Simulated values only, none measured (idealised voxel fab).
Herein follows the process module entitled voxel air gaps.
It is cross-section cut that appears here, measuring 175 nm in width, its square cells being 5 nm in size.
Just so we're on the same page, the cross-sections are grids of square cells, and they're listed out in bands top to bottom, each band one or more rows deep. Band entry format. Leading values: height of top, height of bottom, nm. Remainder: materials in left-to-right order, each with its width in nm. Special words: "full width" on a single material, which then fills the band edge to edge; "empty", empty space. Counting heights begins at 0, where everything beneath is, in the wafer as received, one material. The lowest band has no bottom; it goes on downwards, as "0 down" shows. Read "30..40" as a graded width: first number on top, second number at the bottom, same change between each pair of neighbouring rows. Any step labelled "remained unchanged" changed none of the cells in the cross-section. "Trapped cavities" - sealed voids, min. 8 cells, no opening to top; format: width x height at distance (distance from left edge; nm throughout). The remark found on a step's line after its settings is issued by the simulator itself and pertains to that step. You can add "overlay nm" to a step's line. For a step with a mask, it describes how far the mask lay to the right of its planned position, and a negative number describes a lay to the left.
Plan:
- 1: RECEIVE | material Si
- 2: CONFORMAL_DEP | material SiO2 | thk nm 10
- 3: CONFORMAL_DEP | material SiN | thk nm 5
- 4: DIRECTIONAL_DEP | material lowk | thk nm 40
- 5: PATTERN | tone open | mask id LINES | material resist | width nm 20 | pitch nm 45 | thk nm 20 | overlay nm 0
- 6: DIRECTIONAL_ETCH | etch materials lowk | depth nm 40
- 7: STRIP | etch materials resist
- 8: CONFORMAL_DEP | material TiN | thk nm 5
- 9: FILL_DEP | material Cu | thk nm 10
- 10: CMP | height nm 55
- 11: EPI | material Ru | thk nm 10
- 12: SELECTIVE_ETCH | etch materials lowk | depth nm 50
- 13: CONFORMAL_DEP | material SiN | thk nm 5
Cross-section, incoming material, after step 1:
	0 down = Si full width
	Trapped cavities: none
First wafer of two, sectioned at end of module; run went per plan:
	70 to 65 = 15 nm empty, then 140 nm SiN, then 20 nm empty
	65 to 55 = 15 nm empty, then 5 nm SiN, then 40 nm Ru, then 5 nm SiN, then 40 nm Ru, then 5 nm SiN, then 40 nm Ru, then 5 nm SiN, then 20 nm empty
	55 to 50 = 15 nm empty, then 15 nm SiN, then 5 nm TiN, then 10 nm Cu, then 5 nm TiN, then 25 nm SiN, then 5 nm TiN, then 10 nm Cu, then 5 nm TiN, then 25 nm SiN, then 5 nm TiN, then 10 nm Cu, then 5 nm TiN, then 15 nm SiN, then 20 nm empty
	50 to 20 = 25 nm empty, then 5 nm SiN, then 5 nm TiN, then 10 nm Cu, then 5 nm TiN, then 5 nm SiN, then 15 nm empty, then 5 nm SiN, then 5 nm TiN, then 10 nm Cu, then 5 nm TiN, then 5 nm SiN, then 15 nm empty, then 5 nm SiN, then 5 nm TiN, then 10 nm Cu, then 5 nm TiN, then 5 nm SiN, then 30 nm empty
	20 to 15 = 30 nm SiN, then 20 nm TiN, then 25 nm SiN, then 20 nm TiN, then 25 nm SiN, then 20 nm TiN, then 35 nm SiN
	15 to 10 = SiN full width
	10 to 0 = SiO2 full width
	0 down = Si full width
	Trapped cavities: 15 x 30 at 55; 15 x 30 at 100
End-of-module cross-section of the second wafer: identical starting point and process plan to the first, with one processing mistake:
	70 to 65 = 15 nm empty, then 140 nm Cu, then 20 nm empty
	65 to 55 = 15 nm empty, then 5 nm Cu, then 40 nm Ru, then 5 nm Cu, then 40 nm Ru, then 5 nm Cu, then 40 nm Ru, then 5 nm Cu, then 20 nm empty
	55 to 50 = 15 nm empty, then 15 nm Cu, then 5 nm TiN, then 10 nm Cu, then 5 nm TiN, then 25 nm Cu, then 5 nm TiN, then 10 nm Cu, then 5 nm TiN, then 25 nm Cu, then 5 nm TiN, then 10 nm Cu, then 5 nm TiN, then 15 nm Cu, then 20 nm empty
	50 to 20 = 25 nm empty, then 5 nm Cu, then 5 nm TiN, then 10 nm Cu, then 5 nm TiN, then 5 nm Cu, then 15 nm empty, then 5 nm Cu, then 5 nm TiN, then 10 nm Cu, then 5 nm TiN, then 5 nm Cu, then 15 nm empty, then 5 nm Cu, then 5 nm TiN, then 10 nm Cu, then 5 nm TiN, then 5 nm Cu, then 30 nm empty
	20 to 15 = 30 nm Cu, then 20 nm TiN, then 25 nm Cu, then 20 nm TiN, then 25 nm Cu, then 20 nm TiN, then 35 nm Cu
	15 to 10 = SiN full width
	10 to 0 = SiO2 full width
	0 down = Si full width
	Trapped cavities: 15 x 30 at 55; 15 x 30 at 100
Short version of what went wrong: step 13 deviated from plan and actually ran as CONFORMAL_DEP | material Cu | thk nm 5
It is noted that, at the conclusion of processing, the second wafer exhibits a higher or lower cell count for certain materials relative to the first: Cu +111, SiN -111
